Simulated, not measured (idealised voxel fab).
The name of this process module is voxel double patterning.
The width of the displayed cross-section, cut, is 260 nm; its cells are square, with a size of 5 nm.
This document writes a cross-section as a grid whose cells are square, and gives it as bands, listed from the top down; one or more rows of cells form a band. Basically the band line says how high the top is and how high the bottom is, in nm, and then what's in it from left to right, every material with its width in nm. Empty space shows up as "air", and if a single material carries "full width" it runs the full band edge to edge. Height reference: 0 = level under which incoming wafer is all one material. Lowest band: no bottom, runs on downward, e.g. "0 and below". A two-number width, for instance "30..40", indicates that the width is equal to the first number in the top row of the band and to the second number in the bottom row, and that it changes by a constant amount per row of cells. A step reported as "no change occurred" is a step in which no cell of the cross-section changed. Heads up: "Completely enclosed voids" only lists the empty pockets with no open path to the top that are 8 cells or more, and it writes them as width x height at distance, distance from the left edge, in nm. Formally, on a step line, whatever follows the settings is a remark that the simulator itself makes on the step. "overlay nm" answers the question of how far to the right of plan the mask lay on a step that has a mask, and when it is negative the answer is to the left.
[So here's the lineup of process steps we planned]
step 1: RECEIVE (material Si)
step 2: CONFORMAL_DEP (material SiN; thk nm 5)
step 3: DIRECTIONAL_DEP (material SiO2; thk nm 15)
step 4: DIRECTIONAL_DEP (material SiCN; thk nm 10)
step 5: MASKED_ETCH (tone open; mask id FIRST; width nm 15; pitch nm 50; etch materials SiCN; depth nm 10; overlay nm 0)
step 6: DIRECTIONAL_DEP (material aC; thk nm 15)
step 7: PATTERN (tone open; mask id SECOND; material resist; width nm 15; pitch nm 50; thk nm 35; overlay nm 0)
step 8: DIRECTIONAL_ETCH (etch materials aC; depth nm 15)
step 9: STRIP (etch materials resist)
step 10: DIRECTIONAL_ETCH (etch materials SiCN; depth nm 10)
step 11: STRIP (etch materials aC)
step 12: DIRECTIONAL_ETCH (etch materials SiO2; depth nm 15)
step 13: STRIP (etch materials SiCN)
[Delivered wafer in cross-section: state after step 1]
0 and below  Si full width
Completely enclosed voids: none
[First wafer of two, sectioned at end of module; run went per plan]
20 down to 5  SiO2 70 nm / air 15 nm / SiO2 10 nm / air 15 nm / SiO2 10 nm / air 15 nm / SiO2 10 nm / air 15 nm / SiO2 10 nm / air 15 nm / SiO2 75 nm
5 down to 0  SiN full width
0 and below  Si full width
Completely enclosed voids: none
[Wafer two, end of module, cross-section. Same start, same plan as wafer one. One mistake in the run]
20 down to 5  air 70 nm / SiO2 15 nm / air 35 nm / SiO2 15 nm / air 35 nm / SiO2 15 nm / air 75 nm
5 down to 0  SiN full width
0 and below  Si full width
Completely enclosed voids: none
Want to know what went wrong? step 5 off recipe, ran as MASKED_ETCH (tone cover; mask id FIRST; width nm 15; pitch nm 50; etch materials SiCN; depth nm 10; overlay nm 0)
Bottom line after processing is that, in cells, the second wafer is up or down on some materials versus the first: SiO2 -84
